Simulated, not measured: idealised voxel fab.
process module | voxel plated lines
cross-section cut | 235 nm wide | cells 5 nm
A cross-section is a grid of square cells, given in bands from the top down. A band is one or more rows of cells.
Each band's line starts with the height of the band's top and of its bottom, in nm. Then come its materials from left to right, each with its width in nm. One material with "throughout" fills the band from edge to edge. "air" is empty space.
Height 0 is the level under which the wafer as received is all one material. The lowest band goes on downwards, as in "0 down".
A width such as "30 to 40" changes by the same amount from each row of cells to the next, from the band's top row to its bottom row.
"no change" after a step means that no cell of the cross-section changed.
closed voids: empty space of 8 cells or more with no open way to the top, each as width x height at its distance from the left edge, in nm
after a step's settings: what the simulator itself notes on the step
overlay nm, on a step with a mask: how far to the right of its planned place the mask lay; to the left if negative
plan
1 op RECEIVE | material Si
2 op CONFORMAL_DEP | material Al2O3 | thk nm 5
3 op DIRECTIONAL_DEP | material TiN | thk nm 5
4 op PATTERN | tone open | mask id LINES | material resist | width nm 25 | pitch nm 55 | thk nm 30 | overlay nm 0
5 op EPI | material Ru | thk nm 5
6 op EPI | material Ru | thk nm 5
7 op STRIP | etch materials resist
8 op DIRECTIONAL_ETCH | etch materials TiN | depth nm 5
9 op CONFORMAL_DEP | material SiN | thk nm 10
as received, after step 1
  0 down: Si throughout
  closed voids: none
a wafer at the end: this start, this plan, one mistake
  20 to 10: SiN throughout
  10 to 5: Al2O3 throughout
  5 to 0: TiN throughout
  0 down: Si throughout
  closed voids: none
what went wrong: steps 2 and 3 were swapped
